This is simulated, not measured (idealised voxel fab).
Herein follows the process module entitled voxel wiring stack.
Square cell edge 5 nm, section width 195 nm, ID cut.
A cross-section is written here as square cells arranged in a grid, and it is given in bands from the top down, each band taking up one or more rows of cells. For a band, the entry starts with two heights in nm, that of the top and then that of the bottom, and carries on with the band's materials in order from left to right, each alongside its width in nm; the word "all across" beside a single material means it fills the band edge to edge, and "air" means empty space. A quick word on heights: they are counted from 0, and under that level the wafer as it came to us is one material throughout. The lowest band is different from the rest in having no bottom; it simply continues downward, written as in "0 and below". The notation "30..40" denotes a width that varies across the rows of cells in the band, beginning at the first number in the top row, finishing at the second number in the bottom row, and changing by an identical amount from each row to the next. When a step is marked "nothing was modified", none of the cells in the cross-section changed during that step. In "closed voids" the enclosed voids are listed, meaning empty spaces of 8 cells or larger without any opening to the top. The form is width x height at distance, distance from the left edge, units nm. If you see something after the settings on a step's line, that's the simulator's own remark about that step. overlay nm: on a step with a mask, how far right of its planned place the mask lay; negative means left. Reading guide: pairs of cross-sections, before and after one process step; after view cut off at lowest changed band; step and settings listed under each pair. Pairs may stem from different runs of this module on the same starting wafer; continuity with the pair above only where the "Pre-process state" entry states it.

Pre-process state
80 down to 60 = SiO2 all across
60 down to 55 = SiCN all across
55 down to 40 = lowk (25), Ru (15), lowk (25), Ru (15), lowk (25), Ru (15), lowk (25), Ru (15), lowk (35)
40 down to 35 = SiCN (25), Ru (15), SiCN (25), Ru (15), SiCN (25), Ru (15), SiCN (25), Ru (15), SiCN (35)
35 down to 20 = lowk (20), SiN (5), W (25), SiN (5), lowk (5), SiN (5), W (25), SiN (5), lowk (5), SiN (5), W (25), SiN (5), lowk (5), SiN (5), W (25), SiN (5), lowk (20)
20 down to 15 = SiN (25), W (25), SiN (15), W (25), SiN (15), W (25), SiN (15), W (25), SiN (25)
15 down to 5 = SiO2 all across
5 down to 0 = TiN all across
0 and below = Si all across
closed voids: none

After
100 down to 80 = resist (25), air (25), resist (15), air (25), resist (15), air (25), resist (15), air (25), resist (25)
Below 80, no change.
closed voids: none
The process step separating the two cross-sections depicted above is as follows: PATTERN (tone open; mask id METAL_2; material resist; width nm 25; pitch nm 40; thk nm 20; overlay nm 0)

Pre-process state: The initial state for this step is given by the after cross-section of the immediately preceding pair.

After
100 down to 80 = resist (25), air (25), resist (15), air (25), resist (15), air (25), resist (15), air (25), resist (25)
80 down to 60 = SiO2 (25), air (25), SiO2 (15), air (25), SiO2 (15), air (25), SiO2 (15), air (25), SiO2 (25)
Below 60, no change.
closed voids: none
The process step separating the two cross-sections depicted above is as follows: DIRECTIONAL_ETCH (etch materials SiO2; depth nm 20)

Pre-process state: The initial state for this step is given by the after cross-section of the immediately preceding pair.

After
100 down to 80 = resist (25), air (25), resist (15), air (25), resist (15), air (25), resist (15), air (25), resist (25)
80 down to 60 = SiO2 (25), air (25), SiO2 (15), air (25), SiO2 (15), air (25), SiO2 (15), air (25), SiO2 (25)
60 down to 55 = SiCN (25), air (25), SiCN (15), air (25), SiCN (15), air (25), SiCN (15), air (25), SiCN (25)
Below 55, no change.
closed voids: none
The process step separating the two cross-sections depicted above is as follows: DIRECTIONAL_ETCH (etch materials SiCN; depth nm 5)

Pre-process state: The initial state for this step is given by the after cross-section of the immediately preceding pair.

After
80 down to 60 = SiO2 (25), air (25), SiO2 (15), air (25), SiO2 (15), air (25), SiO2 (15), air (25), SiO2 (25)
Below 60, no change.
closed voids: none
The process step separating the two cross-sections depicted above is as follows: STRIP (etch materials resist)

Pre-process state: The initial state for this step is given by the after cross-section of the immediately preceding pair.

After
85 down to 80 = TiN (30), air (15), TiN (25), air (15), TiN (25), air (15), TiN (25), air (15), TiN (30)
80 down to 60 = SiO2 (25), TiN (5), air (15), TiN (5), SiO2 (15), TiN (5), air (15), TiN (5), SiO2 (15), TiN (5), air (15), TiN (5), SiO2 (15), TiN (5), air (15), TiN (5), SiO2 (25)
60 down to 55 = SiCN (25), TiN (25), SiCN (15), TiN (25), SiCN (15), TiN (25), SiCN (15), TiN (25), SiCN (25)
Below 55, no change.
closed voids: none
The process step separating the two cross-sections depicted above is as follows: CONFORMAL_DEP (material TiN; thk nm 5)

Pre-process state: The initial state for this step is given by the after cross-section of the immediately preceding pair.

After
90 down to 85 = Ru all across
85 down to 80 = TiN (30), Ru (15), TiN (25), Ru (15), TiN (25), Ru (15), TiN (25), Ru (15), TiN (30)
80 down to 60 = SiO2 (25), TiN (5), Ru (15), TiN (5), SiO2 (15), TiN (5), Ru (15), TiN (5), SiO2 (15), TiN (5), Ru (15), TiN (5), SiO2 (15), TiN (5), Ru (15), TiN (5), SiO2 (25)
Below 60, no change.
closed voids: none
The process step separating the two cross-sections depicted above is as follows: FILL_DEP (material Ru; thk nm 5)

Pre-process state: The initial state for this step is given by the after cross-section of the immediately preceding pair.

After
80 down to 60 = SiO2 (25), TiN (5), Ru (15), TiN (5), SiO2 (15), TiN (5), Ru (15), TiN (5), SiO2 (15), TiN (5), Ru (15), TiN (5), SiO2 (15), TiN (5), Ru (15), TiN (5), SiO2 (25)
Below 60, no change.
closed voids: none
The process step separating the two cross-sections depicted above is as follows: CMP (height nm 80)

Pre-process state: The initial state for this step is given by the after cross-section of the immediately preceding pair.

After
85 down to 80 = SiCN all across
Below 80, no change.
closed voids: none
The process step separating the two cross-sections depicted above is as follows: CONFORMAL_DEP (material SiCN; thk nm 5)

Pre-process state
45 down to 40 = lowk all across
40 down to 35 = lowk (20), SiN (35), lowk (5), SiN (35), lowk (5), SiN (35), lowk (5), SiN (35), lowk (20)
35 down to 15 = lowk (20), SiN (5), W (25), SiN (5), lowk (5), SiN (5), W (25), SiN (5), lowk (5), SiN (5), W (25), SiN (5), lowk (5), SiN (5), W (25), SiN (5), lowk (20)
15 down to 10 = SiN (25), TiN (25), SiN (15), TiN (25), SiN (15), TiN (25), SiN (15), TiN (25), SiN (25)
10 down to 0 = SiO2 all across
0 and below = Si all across
closed voids: none

After
40 down to 35 = lowk (20), SiN (35), lowk (5), SiN (35), lowk (5), SiN (35), lowk (5), SiN (35), lowk (20)
Below 35, no change.
closed voids: none
The process step separating the two cross-sections depicted above is as follows: CMP (height nm 40)

Pre-process state: The initial state for this step is given by the after cross-section of the immediately preceding pair.

After
45 down to 40 = SiCN all across
Below 40, no change.
closed voids: none
The process step separating the two cross-sections depicted above is as follows: CONFORMAL_DEP (material SiCN; thk nm 5)

Pre-process state: The initial state for this step is given by the after cross-section of the immediately preceding pair.

After
60 down to 45 = lowk all across
Below 45, no change.
closed voids: none
The process step separating the two cross-sections depicted above is as follows: DIRECTIONAL_DEP (material lowk; thk nm 15)

Pre-process state: The initial state for this step is given by the after cross-section of the immediately preceding pair.

After
60 down to 45 = lowk (25), air (15), lowk (25), air (15), lowk (25), air (15), lowk (25), air (15), lowk (35)
Below 45, no change.
closed voids: none
The process step separating the two cross-sections depicted above is as follows: MASKED_ETCH (tone open; mask id PLUG_1; width nm 15; pitch nm 40; etch materials lowk; depth nm 15; overlay nm 0)

Pre-process state: The initial state for this step is given by the after cross-section of the immediately preceding pair.

After
60 down to 45 = lowk (25), air (15), lowk (25), air (15), lowk (25), air (15), lowk (25), air (15), lowk (35)
45 down to 40 = SiCN (25), air (15), SiCN (25), air (15), SiCN (25), air (15), SiCN (25), air (15), SiCN (35)
Below 40, no change.
closed voids: none
The process step separating the two cross-sections depicted above is as follows: MASKED_ETCH (tone open; mask id PLUG_1; width nm 15; pitch nm 40; etch materials SiCN; depth nm 5; overlay nm 0)

Pre-process state: The initial state for this step is given by the after cross-section of the immediately preceding pair.

After
65 down to 60 = SiCN (30), air (5), SiCN (35), air (5), SiCN (35), air (5), SiCN (35), air (5), SiCN (40)
60 down to 45 = lowk (25), SiCN (5), air (5), SiCN (5), lowk (25), SiCN (5), air (5), SiCN (5), lowk (25), SiCN (5), air (5), SiCN (5), lowk (25), SiCN (5), air (5), SiCN (5), lowk (35)
45 down to 40 = SiCN all across
Below 40, no change.
closed voids: none
The process step separating the two cross-sections depicted above is as follows: CONFORMAL_DEP (material SiCN; thk nm 5)

Pre-process state: The initial state for this step is given by the after cross-section of the immediately preceding pair.

After
85 down to 65 = SiO2 (30), air (5), SiO2 (35), air (5), SiO2 (35), air (5), SiO2 (35), air (5), SiO2 (40)
65 down to 60 = SiCN (30), SiO2 (5), SiCN (35), SiO2 (5), SiCN (35), SiO2 (5), SiCN (35), SiO2 (5), SiCN (40)
60 down to 45 = lowk (25), SiCN (5), SiO2 (5), SiCN (5), lowk (25), SiCN (5), SiO2 (5), SiCN (5), lowk (25), SiCN (5), SiO2 (5), SiCN (5), lowk (25), SiCN (5), SiO2 (5), SiCN (5), lowk (35)
Below 45, no change.
closed voids: none
The process step separating the two cross-sections depicted above is as follows: DIRECTIONAL_DEP (material SiO2; thk nm 20)

Pre-process state: The initial state for this step is given by the after cross-section of the immediately preceding pair.

After
105 down to 85 = resist (25), air (25), resist (15), air (25), resist (15), air (25), resist (15), air (25), resist (25)
Below 85, no change.
closed voids: none
The process step separating the two cross-sections depicted above is as follows: PATTERN (tone open; mask id METAL_2; material resist; width nm 25; pitch nm 40; thk nm 20; overlay nm 0)

Pre-process state: The initial state for this step is given by the after cross-section of the immediately preceding pair.

After
105 down to 85 = resist (25), air (25), resist (15), air (25), resist (15), air (25), resist (15), air (25), resist (25)
85 down to 65 = SiO2 (25), air (25), SiO2 (15), air (25), SiO2 (15), air (25), SiO2 (15), air (25), SiO2 (25)
65 down to 60 = SiCN (30), air (5), SiCN (35), air (5), SiCN (35), air (5), SiCN (35), air (5), SiCN (40)
60 down to 45 = lowk (25), SiCN (5), air (5), SiCN (5), lowk (25), SiCN (5), air (5), SiCN (5), lowk (25), SiCN (5), air (5), SiCN (5), lowk (25), SiCN (5), air (5), SiCN (5), lowk (35)
Below 45, no change.
closed voids: none
The process step separating the two cross-sections depicted above is as follows: DIRECTIONAL_ETCH (etch materials SiO2; depth nm 20)

Pre-process state: The initial state for this step is given by the after cross-section of the immediately preceding pair.

After
105 down to 85 = resist (25), air (25), resist (15), air (25), resist (15), air (25), resist (15), air (25), resist (25)
85 down to 65 = SiO2 (25), air (25), SiO2 (15), air (25), SiO2 (15), air (25), SiO2 (15), air (25), SiO2 (25)
65 down to 60 = SiCN (25), air (25), SiCN (15), air (25), SiCN (15), air (25), SiCN (15), air (25), SiCN (25)
60 down to 45 = lowk (25), SiCN (5), air (5), SiCN (5), lowk (25), SiCN (5), air (5), SiCN (5), lowk (25), SiCN (5), air (5), SiCN (5), lowk (25), SiCN (5), air (5), SiCN (5), lowk (35)
45 down to 40 = SiCN (30), air (5), SiCN (35), air (5), SiCN (35), air (5), SiCN (35), air (5), SiCN (40)
Below 40, no change.
closed voids: none
The process step separating the two cross-sections depicted above is as follows: DIRECTIONAL_ETCH (etch materials SiCN; depth nm 5)

Pre-process state: The initial state for this step is given by the after cross-section of the immediately preceding pair.

After
85 down to 65 = SiO2 (25), air (25), SiO2 (15), air (25), SiO2 (15), air (25), SiO2 (15), air (25), SiO2 (25)
Below 65, no change.
closed voids: none
The process step separating the two cross-sections depicted above is as follows: STRIP (etch materials resist)

Pre-process state: The initial state for this step is given by the after cross-section of the immediately preceding pair.

After
90 down to 85 = TiN (30), air (15), TiN (25), air (15), TiN (25), air (15), TiN (25), air (15), TiN (30)
85 down to 65 = SiO2 (25), TiN (5), air (15), TiN (5), SiO2 (15), TiN (5), air (15), TiN (5), SiO2 (15), TiN (5), air (15), TiN (5), SiO2 (15), TiN (5), air (15), TiN (5), SiO2 (25)
65 down to 60 = SiCN (25), TiN (25), SiCN (15), TiN (25), SiCN (15), TiN (25), SiCN (15), TiN (25), SiCN (25)
60 down to 45 = lowk (25), SiCN (5), TiN (5), SiCN (5), lowk (25), SiCN (5), TiN (5), SiCN (5), lowk (25), SiCN (5), TiN (5), SiCN (5), lowk (25), SiCN (5), TiN (5), SiCN (5), lowk (35)
45 down to 40 = SiCN (30), TiN (5), SiCN (35), TiN (5), SiCN (35), TiN (5), SiCN (35), TiN (5), SiCN (40)
Below 40, no change.
closed voids: none
The process step separating the two cross-sections depicted above is as follows: CONFORMAL_DEP (material TiN; thk nm 5)

Pre-process state: The initial state for this step is given by the after cross-section of the immediately preceding pair.

After
95 down to 90 = Ru all across
90 down to 85 = TiN (30), Ru (15), TiN (25), Ru (15), TiN (25), Ru (15), TiN (25), Ru (15), TiN (30)
85 down to 65 = SiO2 (25), TiN (5), Ru (15), TiN (5), SiO2 (15), TiN (5), Ru (15), TiN (5), SiO2 (15), TiN (5), Ru (15), TiN (5), SiO2 (15), TiN (5), Ru (15), TiN (5), SiO2 (25)
Below 65, no change.
closed voids: none
The process step separating the two cross-sections depicted above is as follows: FILL_DEP (material Ru; thk nm 5)

Pre-process state: The initial state for this step is given by the after cross-section of the immediately preceding pair.

After
80 down to 65 = SiO2 (25), TiN (5), Ru (15), TiN (5), SiO2 (15), TiN (5), Ru (15), TiN (5), SiO2 (15), TiN (5), Ru (15), TiN (5), SiO2 (15), TiN (5), Ru (15), TiN (5), SiO2 (25)
Below 65, no change.
closed voids: none
The process step separating the two cross-sections depicted above is as follows: CMP (height nm 80)

Pre-process state: The initial state for this step is given by the after cross-section of the immediately preceding pair.

After
85 down to 80 = SiCN all across
Below 80, no change.
closed voids: none
The process step separating the two cross-sections depicted above is as follows: CONFORMAL_DEP (material SiCN; thk nm 5)

Pre-process state
80 down to 60 = SiO2 all across
60 down to 55 = SiCN all across
55 down to 40 = lowk (25), Ru (15), lowk (25), Ru (15), lowk (25), Ru (15), lowk (25), Ru (15), lowk (35)
40 down to 35 = SiCN (25), Ru (15), SiCN (25), Ru (15), SiCN (25), Ru (15), SiCN (25), Ru (15), SiCN (35)
35 down to 15 = lowk (20), SiN (5), W (25), SiN (5), lowk (5), SiN (5), W (25), SiN (5), lowk (5), SiN (5), W (25), SiN (5), lowk (5), SiN (5), W (25), SiN (5), lowk (20)
15 down to 10 = SiN (25), TiN (25), SiN (15), TiN (25), SiN (15), TiN (25), SiN (15), TiN (25), SiN (25)
10 down to 0 = SiO2 all across
0 and below = Si all across
closed voids: none

After
100 down to 80 = resist (30), air (20), resist (20), air (20), resist (20), air (20), resist (20), air (20), resist (25)
Below 80, no change.
closed voids: none
The process step separating the two cross-sections depicted above is as follows: PATTERN (tone open; mask id METAL_2; material resist; width nm 20; pitch nm 40; thk nm 20; overlay nm 0)

Pre-process state: The initial state for this step is given by the after cross-section of the immediately preceding pair.

After
100 down to 80 = resist (30), air (20), resist (20), air (20), resist (20), air (20), resist (20), air (20), resist (25)
80 down to 60 = SiO2 (30), air (20), SiO2 (20), air (20), SiO2 (20), air (20), SiO2 (20), air (20), SiO2 (25)
Below 60, no change.
closed voids: none
The process step separating the two cross-sections depicted above is as follows: DIRECTIONAL_ETCH (etch materials SiO2; depth nm 20)

Pre-process state: The initial state for this step is given by the after cross-section of the immediately preceding pair.

After
100 down to 80 = resist (30), air (20), resist (20), air (20), resist (20), air (20), resist (20), air (20), resist (25)
80 down to 60 = SiO2 (30), air (20), SiO2 (20), air (20), SiO2 (20), air (20), SiO2 (20), air (20), SiO2 (25)
60 down to 55 = SiCN (30), air (20), SiCN (20), air (20), SiCN (20), air (20), SiCN (20), air (20), SiCN (25)
Below 55, no change.
closed voids: none
The process step separating the two cross-sections depicted above is as follows: DIRECTIONAL_ETCH (etch materials SiCN; depth nm 5)

Pre-process state: The initial state for this step is given by the after cross-section of the immediately preceding pair.

After
80 down to 60 = SiO2 (30), air (20), SiO2 (20), air (20), SiO2 (20), air (20), SiO2 (20), air (20), SiO2 (25)
Below 60, no change.
closed voids: none
The process step separating the two cross-sections depicted above is as follows: STRIP (etch materials resist)

Pre-process state: The initial state for this step is given by the after cross-section of the immediately preceding pair.

After
85 down to 80 = TiN (35), air (10), TiN (30), air (10), TiN (30), air (10), TiN (30), air (10), TiN (30)
80 down to 60 = SiO2 (30), TiN (5), air (10), TiN (5), SiO2 (20), TiN (5), air (10), TiN (5), SiO2 (20), TiN (5), air (10), TiN (5), SiO2 (20), TiN (5), air (10), TiN (5), SiO2 (25)
60 down to 55 = SiCN (30), TiN (20), SiCN (20), TiN (20), SiCN (20), TiN (20), SiCN (20), TiN (20), SiCN (25)
Below 55, no change.
closed voids: none
The process step separating the two cross-sections depicted above is as follows: CONFORMAL_DEP (material TiN; thk nm 5)

Pre-process state: The initial state for this step is given by the after cross-section of the immediately preceding pair.

After
90 down to 85 = Ru all across
85 down to 80 = TiN (35), Ru (10), TiN (30), Ru (10), TiN (30), Ru (10), TiN (30), Ru (10), TiN (30)
80 down to 60 = SiO2 (30), TiN (5), Ru (10), TiN (5), SiO2 (20), TiN (5), Ru (10), TiN (5), SiO2 (20), TiN (5), Ru (10), TiN (5), SiO2 (20), TiN (5), Ru (10), TiN (5), SiO2 (25)
Below 60, no change.
closed voids: none
The process step separating the two cross-sections depicted above is as follows: FILL_DEP (material Ru; thk nm 5)

Pre-process state: The initial state for this step is given by the after cross-section of the immediately preceding pair.

After
80 down to 60 = SiO2 (30), TiN (5), Ru (10), TiN (5), SiO2 (20), TiN (5), Ru (10), TiN (5), SiO2 (20), TiN (5), Ru (10), TiN (5), SiO2 (20), TiN (5), Ru (10), TiN (5), SiO2 (25)
Below 60, no change.
closed voids: none
The process step separating the two cross-sections depicted above is as follows: CMP (height nm 80)

Pre-process state: The initial state for this step is given by the after cross-section of the immediately preceding pair.

After
85 down to 80 = SiCN all across
Below 80, no change.
closed voids: none
The process step separating the two cross-sections depicted above is as follows: CONFORMAL_DEP (material SiCN; thk nm 5)

Pre-process state
80 down to 60 = SiO2 all across
60 down to 55 = SiCN all across
55 down to 40 = lowk (25), Ru (15), lowk (25), Ru (15), lowk (25), Ru (15), lowk (25), Ru (15), lowk (35)
40 down to 35 = SiCN (25), Ru (15), SiCN (25), Ru (15), SiCN (25), Ru (15), SiCN (25), Ru (15), SiCN (35)
35 down to 15 = lowk (20), SiN (5), W (25), SiN (5), lowk (5), SiN (5), W (25), SiN (5), lowk (5), SiN (5), W (25), SiN (5), lowk (5), SiN (5), W (25), SiN (5), lowk (20)
15 down to 10 = SiN (25), TiN (25), SiN (15), TiN (25), SiN (15), TiN (25), SiN (15), TiN (25), SiN (25)
10 down to 0 = SiO2 all across
0 and below = Si all across
closed voids: none

After
100 down to 80 = resist (35), air (25), resist (15), air (25), resist (15), air (25), resist (15), air (25), resist (15)
Below 80, no change.
closed voids: none
The process step separating the two cross-sections depicted above is as follows: PATTERN (tone open; mask id METAL_2; material resist; width nm 25; pitch nm 40; thk nm 20; overlay nm 10)

Pre-process state: The initial state for this step is given by the after cross-section of the immediately preceding pair.

After
100 down to 80 = resist (35), air (25), resist (15), air (25), resist (15), air (25), resist (15), air (25), resist (15)
80 down to 60 = SiO2 (35), air (25), SiO2 (15), air (25), SiO2 (15), air (25), SiO2 (15), air (25), SiO2 (15)
Below 60, no change.
closed voids: none
The process step separating the two cross-sections depicted above is as follows: DIRECTIONAL_ETCH (etch materials SiO2; depth nm 20)

Pre-process state: The initial state for this step is given by the after cross-section of the immediately preceding pair.

After
100 down to 80 = resist (35), air (25), resist (15), air (25), resist (15), air (25), resist (15), air (25), resist (15)
80 down to 60 = SiO2 (35), air (25), SiO2 (15), air (25), SiO2 (15), air (25), SiO2 (15), air (25), SiO2 (15)
60 down to 55 = SiCN (35), air (25), SiCN (15), air (25), SiCN (15), air (25), SiCN (15), air (25), SiCN (15)
Below 55, no change.
closed voids: none
The process step separating the two cross-sections depicted above is as follows: DIRECTIONAL_ETCH (etch materials SiCN; depth nm 5)

Pre-process state: The initial state for this step is given by the after cross-section of the immediately preceding pair.

After
80 down to 60 = SiO2 (35), air (25), SiO2 (15), air (25), SiO2 (15), air (25), SiO2 (15), air (25), SiO2 (15)
Below 60, no change.
closed voids: none
The process step separating the two cross-sections depicted above is as follows: STRIP (etch materials resist)

Pre-process state: The initial state for this step is given by the after cross-section of the immediately preceding pair.

After
85 down to 80 = TiN (40), air (15), TiN (25), air (15), TiN (25), air (15), TiN (25), air (15), TiN (20)
80 down to 60 = SiO2 (35), TiN (5), air (15), TiN (5), SiO2 (15), TiN (5), air (15), TiN (5), SiO2 (15), TiN (5), air (15), TiN (5), SiO2 (15), TiN (5), air (15), TiN (5), SiO2 (15)
60 down to 55 = SiCN (35), TiN (25), SiCN (15), TiN (25), SiCN (15), TiN (25), SiCN (15), TiN (25), SiCN (15)
Below 55, no change.
closed voids: none
The process step separating the two cross-sections depicted above is as follows: CONFORMAL_DEP (material TiN; thk nm 5)

Pre-process state: The initial state for this step is given by the after cross-section of the immediately preceding pair.

After
90 down to 85 = Ru all across
85 down to 80 = TiN (40), Ru (15), TiN (25), Ru (15), TiN (25), Ru (15), TiN (25), Ru (15), TiN (20)
80 down to 60 = SiO2 (35), TiN (5), Ru (15), TiN (5), SiO2 (15), TiN (5), Ru (15), TiN (5), SiO2 (15), TiN (5), Ru (15), TiN (5), SiO2 (15), TiN (5), Ru (15), TiN (5), SiO2 (15)
Below 60, no change.
closed voids: none
The process step separating the two cross-sections depicted above is as follows: FILL_DEP (material Ru; thk nm 5)

Pre-process state: The initial state for this step is given by the after cross-section of the immediately preceding pair.

After
80 down to 60 = SiO2 (35), TiN (5), Ru (15), TiN (5), SiO2 (15), TiN (5), Ru (15), TiN (5), SiO2 (15), TiN (5), Ru (15), TiN (5), SiO2 (15), TiN (5), Ru (15), TiN (5), SiO2 (15)
Below 60, no change.
closed voids: none
The process step separating the two cross-sections depicted above is as follows: CMP (height nm 80)

Pre-process state: The initial state for this step is given by the after cross-section of the immediately preceding pair.

After
85 down to 80 = SiCN all across
Below 80, no change.
closed voids: none
The process step separating the two cross-sections depicted above is as follows: CONFORMAL_DEP (material SiCN; thk nm 5)

Pre-process state
10 down to 0 = SiO2 all across
0 and below = Si all across
closed voids: none

After
15 down to 10 = SiCN all across
Below 10, no change.
closed voids: none
The process step separating the two cross-sections depicted above is as follows: DIRECTIONAL_DEP (material SiCN; thk nm 5)

Pre-process state: The initial state for this step is given by the after cross-section of the immediately preceding pair.

After
35 down to 15 = W all across
Below 15, no change.
closed voids: none
The process step separating the two cross-sections depicted above is as follows: DIRECTIONAL_DEP (material W; thk nm 20)

Pre-process state: The initial state for this step is given by the after cross-section of the immediately preceding pair.

After
35 down to 15 = air (25), W (25), air (15), W (25), air (15), W (25), air (15), W (25), air (25)
Below 15, no change.
closed voids: none
The process step separating the two cross-sections depicted above is as follows: MASKED_ETCH (tone cover; mask id METAL_1; width nm 25; pitch nm 40; etch materials W; depth nm 20; overlay nm 0)

Pre-process state: The initial state for this step is given by the after cross-section of the immediately preceding pair.

After
40 down to 35 = air (20), SiN (35), air (5), SiN (35), air (5), SiN (35), air (5), SiN (35), air (20)
35 down to 20 = air (20), SiN (5), W (25), SiN (5), air (5), SiN (5), W (25), SiN (5), air (5), SiN (5), W (25), SiN (5), air (5), SiN (5), W (25), SiN (5), air (20)
20 down to 15 = SiN (25), W (25), SiN (15), W (25), SiN (15), W (25), SiN (15), W (25), SiN (25)
Below 15, no change.
closed voids: none
The process step separating the two cross-sections depicted above is as follows: CONFORMAL_DEP (material SiN; thk nm 5)

Pre-process state: The initial state for this step is given by the after cross-section of the immediately preceding pair.

After
45 down to 40 = lowk all across
40 down to 35 = lowk (20), SiN (35), lowk (5), SiN (35), lowk (5), SiN (35), lowk (5), SiN (35), lowk (20)
35 down to 20 = lowk (20), SiN (5), W (25), SiN (5), lowk (5), SiN (5), W (25), SiN (5), lowk (5), SiN (5), W (25), SiN (5), lowk (5), SiN (5), W (25), SiN (5), lowk (20)
Below 20, no change.
closed voids: none
The process step separating the two cross-sections depicted above is as follows: FILL_DEP (material lowk; thk nm 5)

Pre-process state: The initial state for this step is given by the after cross-section of the immediately preceding pair.

After
35 down to 20 = lowk (20), SiN (5), W (25), SiN (5), lowk (5), SiN (5), W (25), SiN (5), lowk (5), SiN (5), W (25), SiN (5), lowk (5), SiN (5), W (25), SiN (5), lowk (20)
Below 20, no change.
closed voids: none
The process step separating the two cross-sections depicted above is as follows: CMP (height nm 35)

Pre-process state: The initial state for this step is given by the after cross-section of the immediately preceding pair.

After
40 down to 35 = SiCN all across
Below 35, no change.
closed voids: none
The process step separating the two cross-sections depicted above is as follows: CONFORMAL_DEP (material SiCN; thk nm 5)

Pre-process state: The initial state for this step is given by the after cross-section of the immediately preceding pair.

After
55 down to 40 = lowk all across
Below 40, no change.
closed voids: none
The process step separating the two cross-sections depicted above is as follows: DIRECTIONAL_DEP (material lowk; thk nm 15)

Pre-process state: The initial state for this step is given by the after cross-section of the immediately preceding pair.

After
55 down to 40 = lowk (25), air (15), lowk (25), air (15), lowk (25), air (15), lowk (25), air (15), lowk (35)
Below 40, no change.
closed voids: none
The process step separating the two cross-sections depicted above is as follows: MASKED_ETCH (tone open; mask id PLUG_1; width nm 15; pitch nm 40; etch materials lowk; depth nm 15; overlay nm 0)

Pre-process state: The initial state for this step is given by the after cross-section of the immediately preceding pair.

After
55 down to 40 = lowk (25), air (15), lowk (25), air (15), lowk (25), air (15), lowk (25), air (15), lowk (35)
40 down to 35 = SiCN (25), air (15), SiCN (25), air (15), SiCN (25), air (15), SiCN (25), air (15), SiCN (35)
Below 35, no change.
closed voids: none
The process step separating the two cross-sections depicted above is as follows: MASKED_ETCH (tone open; mask id PLUG_1; width nm 15; pitch nm 40; etch materials SiCN; depth nm 5; overlay nm 0)

Pre-process state: The initial state for this step is given by the after cross-section of the immediately preceding pair.

After
55 down to 45 = lowk (25), air (15), lowk (25), air (15), lowk (25), air (15), lowk (25), air (15), lowk (35)
45 down to 40 = lowk (25), Ru (15), lowk (25), Ru (15), lowk (25), Ru (15), lowk (25), Ru (15), lowk (35)
40 down to 35 = SiCN (25), Ru (15), SiCN (25), Ru (15), SiCN (25), Ru (15), SiCN (25), Ru (15), SiCN (35)
Below 35, no change.
closed voids: none
The process step separating the two cross-sections depicted above is as follows: EPI (material Ru; thk nm 10)

Pre-process state: The initial state for this step is given by the after cross-section of the immediately preceding pair.

After
55 down to 40 = lowk (25), Ru (15), lowk (25), Ru (15), lowk (25), Ru (15), lowk (25), Ru (15), lowk (35)
Below 40, no change.
closed voids: none
The process step separating the two cross-sections depicted above is as follows: EPI (material Ru; thk nm 10)

Pre-process state: The initial state for this step is given by the after cross-section of the immediately preceding pair.

After
60 down to 55 = SiCN all across
Below 55, no change.
closed voids: none
The process step separating the two cross-sections depicted above is as follows: CONFORMAL_DEP (material SiCN; thk nm 5)

Pre-process state: The initial state for this step is given by the after cross-section of the immediately preceding pair.

After
80 down to 60 = SiO2 all across
Below 60, no change.
closed voids: none
The process step separating the two cross-sections depicted above is as follows: DIRECTIONAL_DEP (material SiO2; thk nm 20)

Pre-process state: The initial state for this step is given by the after cross-section of the immediately preceding pair.

After
100 down to 80 = resist (25), air (25), resist (15), air (25), resist (15), air (25), resist (15), air (25), resist (25)
Below 80, no change.
closed voids: none
The process step separating the two cross-sections depicted above is as follows: PATTERN (tone open; mask id METAL_2; material resist; width nm 25; pitch nm 40; thk nm 20; overlay nm 0)

Pre-process state: The initial state for this step is given by the after cross-section of the immediately preceding pair.

After
100 down to 80 = resist (25), air (25), resist (15), air (25), resist (15), air (25), resist (15), air (25), resist (25)
80 down to 60 = SiO2 (25), air (25), SiO2 (15), air (25), SiO2 (15), air (25), SiO2 (15), air (25), SiO2 (25)
Below 60, no change.
closed voids: none
The process step separating the two cross-sections depicted above is as follows: DIRECTIONAL_ETCH (etch materials SiO2; depth nm 20)

Pre-process state: The initial state for this step is given by the after cross-section of the immediately preceding pair.

After
100 down to 80 = resist (25), air (25), resist (15), air (25), resist (15), air (25), resist (15), air (25), resist (25)
80 down to 60 = SiO2 (25), air (25), SiO2 (15), air (25), SiO2 (15), air (25), SiO2 (15), air (25), SiO2 (25)
60 down to 55 = SiCN (25), air (25), SiCN (15), air (25), SiCN (15), air (25), SiCN (15), air (25), SiCN (25)
Below 55, no change.
closed voids: none
The process step separating the two cross-sections depicted above is as follows: DIRECTIONAL_ETCH (etch materials SiCN; depth nm 5)

Pre-process state: The initial state for this step is given by the after cross-section of the immediately preceding pair.

After
80 down to 60 = SiO2 (25), air (25), SiO2 (15), air (25), SiO2 (15), air (25), SiO2 (15), air (25), SiO2 (25)
Below 60, no change.
closed voids: none
The process step separating the two cross-sections depicted above is as follows: STRIP (etch materials resist)

Pre-process state: The initial state for this step is given by the after cross-section of the immediately preceding pair.

After
85 down to 80 = TiN (30), air (15), TiN (25), air (15), TiN (25), air (15), TiN (25), air (15), TiN (30)
80 down to 60 = SiO2 (25), TiN (5), air (15), TiN (5), SiO2 (15), TiN (5), air (15), TiN (5), SiO2 (15), TiN (5), air (15), TiN (5), SiO2 (15), TiN (5), air (15), TiN (5), SiO2 (25)
60 down to 55 = SiCN (25), TiN (25), SiCN (15), TiN (25), SiCN (15), TiN (25), SiCN (15), TiN (25), SiCN (25)
Below 55, no change.
closed voids: none
The process step separating the two cross-sections depicted above is as follows: CONFORMAL_DEP (material TiN; thk nm 5)

Pre-process state: The initial state for this step is given by the after cross-section of the immediately preceding pair.

After
90 down to 85 = Ru all across
85 down to 80 = TiN (30), Ru (15), TiN (25), Ru (15), TiN (25), Ru (15), TiN (25), Ru (15), TiN (30)
80 down to 60 = SiO2 (25), TiN (5), Ru (15), TiN (5), SiO2 (15), TiN (5), Ru (15), TiN (5), SiO2 (15), TiN (5), Ru (15), TiN (5), SiO2 (15), TiN (5), Ru (15), TiN (5), SiO2 (25)
Below 60, no change.
closed voids: none
The process step separating the two cross-sections depicted above is as follows: FILL_DEP (material Ru; thk nm 5)

Pre-process state: The initial state for this step is given by the after cross-section of the immediately preceding pair.

After
80 down to 60 = SiO2 (25), TiN (5), Ru (15), TiN (5), SiO2 (15), TiN (5), Ru (15), TiN (5), SiO2 (15), TiN (5), Ru (15), TiN (5), SiO2 (15), TiN (5), Ru (15), TiN (5), SiO2 (25)
Below 60, no change.
closed voids: none
The process step separating the two cross-sections depicted above is as follows: CMP (height nm 80)
